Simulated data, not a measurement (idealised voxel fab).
You're looking at the process module voxel transistor to metal.
It is cross-section cut that appears here, measuring 205 nm in width, its square cells being 5 nm in size.
Just so we're on the same page, the cross-sections are grids of square cells, and they're listed out in bands top to bottom, each band one or more rows deep.
This entry defines a band. It first specifies the height of the band's top and the height of its bottom in nm, and then specifies the band's materials from left to right, stating each material with its width in nm. The word "throughout" identifies a single material that fills the band from edge to edge, while the word "blank" identifies empty space.
Where do heights start? At 0: under that level the wafer as delivered is made of one material only. And the lowest band has no floor; it just carries on downward, as in "0 -> down".
Top row gets the first number, bottom row gets the second, and each row in between changes by the same step: that is how a band width like "30->40" works.
What does "no alteration" mean for a step? It means no cell of the cross-section changed in that step.
Heads up: "Voids, fully enclosed" only lists the empty pockets with no open path to the top that are 8 cells or more, and it writes them as width x height at distance, distance from the left edge, in nm.
after a step's settings: what the simulator itself notes on the step
overlay nm: mask offset rightward from planned place, masked step; negative means leftward offset.
## Planned step list for the process
1) RECEIVE | material Si
2) OXIDIZE | depth nm 5
3) CONFORMAL_DEP | material SiN | thk nm 15
4) DIRECTIONAL_DEP | material aC | thk nm 10
5) PATTERN | tone cover | mask id ACTIVE | material resist | width nm 105 | thk nm 25 | overlay nm 0
6) DIRECTIONAL_ETCH | etch materials aC | depth nm 10
7) STRIP | etch materials resist
8) DIRECTIONAL_ETCH | etch materials SiN | depth nm 15
9) DIRECTIONAL_ETCH | etch materials SiO2 | depth nm 5
10) DIRECTIONAL_ETCH | etch materials Si | depth nm 35
11) STRIP | etch materials aC
12) FILL_DEP | material SiO2 | thk nm 15
13) CMP | height nm 15
14) SELECTIVE_ETCH | etch materials SiO2 | depth nm 10
15) STRIP | etch materials SiN
16) SELECTIVE_ETCH | etch materials SiO2 | depth nm 5
17) OXIDIZE | depth nm 5
18) DIRECTIONAL_DEP | material polySi | thk nm 20
19) DIRECTIONAL_DEP | material SiCN | thk nm 15
20) MASKED_ETCH | tone cover | mask id GATE | width nm 25 | etch materials SiCN | depth nm 25 | overlay nm 0
21) MASKED_ETCH | tone cover | mask id GATE | width nm 25 | etch materials polySi | depth nm 30 | overlay nm 0
22) CONFORMAL_DEP | material SiN | thk nm 10
23) DIRECTIONAL_ETCH | etch materials SiN | depth nm 10
24) DIRECTIONAL_ETCH | etch materials SiO2 | depth nm 5
25) DIRECTIONAL_ETCH | etch materials Si | depth nm 15
26) EPI | material pSi | thk nm 15
27) FILL_DEP | material SiO2 | thk nm 10
28) CMP | height nm 15
29) STRIP | etch materials polySi
30) SELECTIVE_ETCH | etch materials SiO2 | depth nm 5
31) CONFORMAL_DEP | material HfO2 | thk nm 5
32) CONFORMAL_DEP | material TiN | thk nm 5
33) FILL_DEP | material W | thk nm 5
34) CMP | height nm 10
35) DIRECTIONAL_DEP | material SiO2 | thk nm 15
36) MASKED_ETCH | tone open | mask id CONTACT | width nm 15 | pitch nm 80 | etch materials SiO2 | depth nm 20 | overlay nm 0
37) CONFORMAL_DEP | material TiN | thk nm 5
38) FILL_DEP | material W | thk nm 5
39) CMP | height nm 25
40) CONFORMAL_DEP | material SiCN | thk nm 5
41) DIRECTIONAL_DEP | material SiO2 | thk nm 25
42) DIRECTIONAL_DEP | material aC | thk nm 10
43) PATTERN | tone open | mask id METAL_1 | material resist | width nm 15 | pitch nm 80 | thk nm 30 | overlay nm 0
44) DIRECTIONAL_ETCH | etch materials aC | depth nm 10
45) STRIP | etch materials resist
46) DIRECTIONAL_ETCH | etch materials SiO2 | depth nm 25
47) DIRECTIONAL_ETCH | etch materials SiCN | depth nm 5
48) STRIP | etch materials aC
49) CONFORMAL_DEP | material TiN | thk nm 5
50) FILL_DEP | material W | thk nm 5
51) CMP | height nm 55
52) EPI | material Ru | thk nm 5
53) FILL_DEP | material SiCN | thk nm 5
## As received (post step 1): cross-section
* 0 -> down: Si throughout
* Voids, fully enclosed: none
## End-of-module cross-section of the first of two wafers, processed as planned
* 65 -> 60: SiCN throughout
* 60 -> 55: SiCN: 50 / Ru: 25 / SiCN: 55 / Ru: 25 / SiCN: 50
* 55 -> 30: SiO2: 55 / TiN: 5 / W: 5 / TiN: 5 / SiO2: 65 / TiN: 5 / W: 5 / TiN: 5 / SiO2: 55
* 30 -> 25: SiCN: 55 / TiN: 15 / SiCN: 65 / TiN: 15 / SiCN: 55
* 25 -> 10: SiO2: 55 / TiN: 5 / W: 5 / TiN: 5 / SiO2: 65 / TiN: 5 / W: 5 / TiN: 5 / SiO2: 55
* 10 -> 5: SiO2: 55 / TiN: 15 / SiO2: 10 / SiN: 10 / HfO2: 5 / TiN: 5 / W: 5 / TiN: 5 / HfO2: 5 / SiN: 10 / SiO2: 10 / TiN: 15 / SiO2: 55
* 5 -> 0: SiO2: 50 / pSi: 30 / SiN: 10 / HfO2: 5 / TiN: 5 / W: 5 / TiN: 5 / HfO2: 5 / SiN: 10 / pSi: 30 / SiO2: 50
* 0 -> -5: SiO2: 45 / SiN: 10 / pSi: 25 / SiN: 10 / HfO2: 5 / TiN: 15 / HfO2: 5 / SiN: 10 / pSi: 25 / SiN: 10 / SiO2: 45
* -5 -> -10: SiO2: 55 / pSi: 25 / SiO2: 5 / HfO2: 35 / SiO2: 5 / pSi: 25 / SiO2: 55
* -10 -> -25: SiO2: 50 / Si: 5 / pSi: 25 / Si: 45 / pSi: 25 / Si: 5 / SiO2: 50
* -25 -> -40: SiO2: 50 / Si: 105 / SiO2: 50
* -40 -> down: Si throughout
* Voids, fully enclosed: none
## Same start, same plan as the first wafer - but one mistake in the run. Cross-section of the second of the two at the end of the module
* 65 -> 60: SiCN throughout
* 60 -> 55: SiCN: 50 / Ru: 25 / SiCN: 55 / Ru: 25 / SiCN: 50
* 55 -> 30: SiO2: 55 / TiN: 5 / W: 5 / TiN: 5 / SiO2: 65 / TiN: 5 / W: 5 / TiN: 5 / SiO2: 55
* 30 -> 25: SiCN: 55 / TiN: 15 / SiCN: 65 / TiN: 15 / SiCN: 55
* 25 -> 10: SiO2: 55 / TiN: 5 / W: 5 / TiN: 5 / SiO2: 65 / TiN: 5 / W: 5 / TiN: 5 / SiO2: 55
* 10 -> 5: SiO2: 55 / TiN: 15 / SiO2: 15 / SiN: 5 / HfO2: 5 / TiN: 5 / W: 5 / TiN: 5 / HfO2: 5 / SiN: 5 / SiO2: 15 / TiN: 15 / SiO2: 55
* 5 -> 0: SiO2: 70 / pSi: 15 / SiN: 5 / HfO2: 5 / TiN: 5 / W: 5 / TiN: 5 / HfO2: 5 / SiN: 5 / pSi: 15 / SiO2: 70
* 0 -> -5: SiO2: 70 / pSi: 15 / SiN: 5 / HfO2: 5 / TiN: 15 / HfO2: 5 / SiN: 5 / pSi: 15 / SiO2: 70
* -5 -> -10: SiO2: 70 / pSi: 15 / HfO2: 35 / pSi: 15 / SiO2: 70
* -10 -> -25: SiO2: 50 / pSi: 35 / Si: 35 / pSi: 35 / SiO2: 50
* -25 -> -40: SiO2: 50 / Si: 105 / SiO2: 50
* -40 -> down: Si throughout
* Voids, fully enclosed: none
What went wrong in running the wafer? contrary to plan, step 22 was performed as CONFORMAL_DEP | material SiN | thk nm 5
It is noted that, at the conclusion of processing, the second wafer exhibits a higher or lower cell count for certain materials relative to the first: Si -12, SiN -10, SiO2 +24, pSi -2
